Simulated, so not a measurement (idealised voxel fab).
Name of the process module below: voxel released beams
Square cell edge 5 nm, section width 200 nm, ID cut.
A cross-section in this document is a grid of square cells, and it is written down as bands, the top band listed before the ones below it; a band is made up of one or more rows of cells. Each band's line starts with the height of the band's top and of its bottom, in nm. Then come its materials from left to right, each with its width in nm. One material with "full width" fills the band from edge to edge. "air" is empty space. Height datum 0, below which the as-received substrate wafer is one material. Lowest band open at the bottom, running downward: "0 nm and below". The two numbers in a width such as "30->40" mark its ends across the band: the first belongs to the top row of cells, the second to the bottom row, and from each row to the next the width moves by the same amount. When a step is marked "changes: none", none of the cells in the cross-section changed during that step. "Enclosed void list" enumerates empty spaces isolated from the top, with no open way to it, that contain at least 8 cells, giving each as width x height at distance from the left edge, all three in nm. Text after the settings on a step's line: the simulator's own remark on that step. overlay nm, on a step with a mask: how far to the right of its planned place the mask lay; to the left if negative.

Planned step list for the process
1: op RECEIVE | material Si
2: op CONFORMAL_DEP | material SiN | thk nm 10
3: op DIRECTIONAL_DEP | material SiO2 | thk nm 10
4: op MASKED_ETCH | tone open | mask id ANCHOR | width nm 30 | etch materials SiO2 | depth nm 10 | overlay nm -15
5: op CONFORMAL_DEP | material W | thk nm 10
6: op DIRECTIONAL_DEP | material aC | thk nm 15
7: op PATTERN | tone cover | mask id BEAM | material resist | width nm 90 | thk nm 35 | overlay nm 0
8: op DIRECTIONAL_ETCH | etch materials aC | depth nm 15
9: op STRIP | etch materials resist
10: op DIRECTIONAL_ETCH | etch materials W | depth nm 10
11: op STRIP | etch materials aC
12: op STRIP | etch materials SiO2
Keep in mind the plan's value for the overlay nm of step 4 comes from the first wafer; the wafers don't share that setting, but they do share the same starting point.

First wafer of several, as received: cross-section after step 1
> 0 nm and below: Si full width
> Enclosed void list: none

The following table contains a row per wafer, in which are reported, at the conclusion of the module, the cells of each material gained (+) or lost (-) since the wafer's receipt, with its closed voids given thereafter
overlay nm -15, +80 SiN, +44 W, Enclosed void list: none
overlay nm -10, +80 SiN, +44 W, Enclosed void list: none
overlay nm -5, +80 SiN, +44 W, Enclosed void list: none
overlay nm 0, +80 SiN, +44 W, Enclosed void list: none
overlay nm 5, +80 SiN, +44 W, Enclosed void list: none
overlay nm 10, +80 SiN, +44 W, Enclosed void list: none
overlay nm 15, +80 SiN, +44 W, Enclosed void list: none
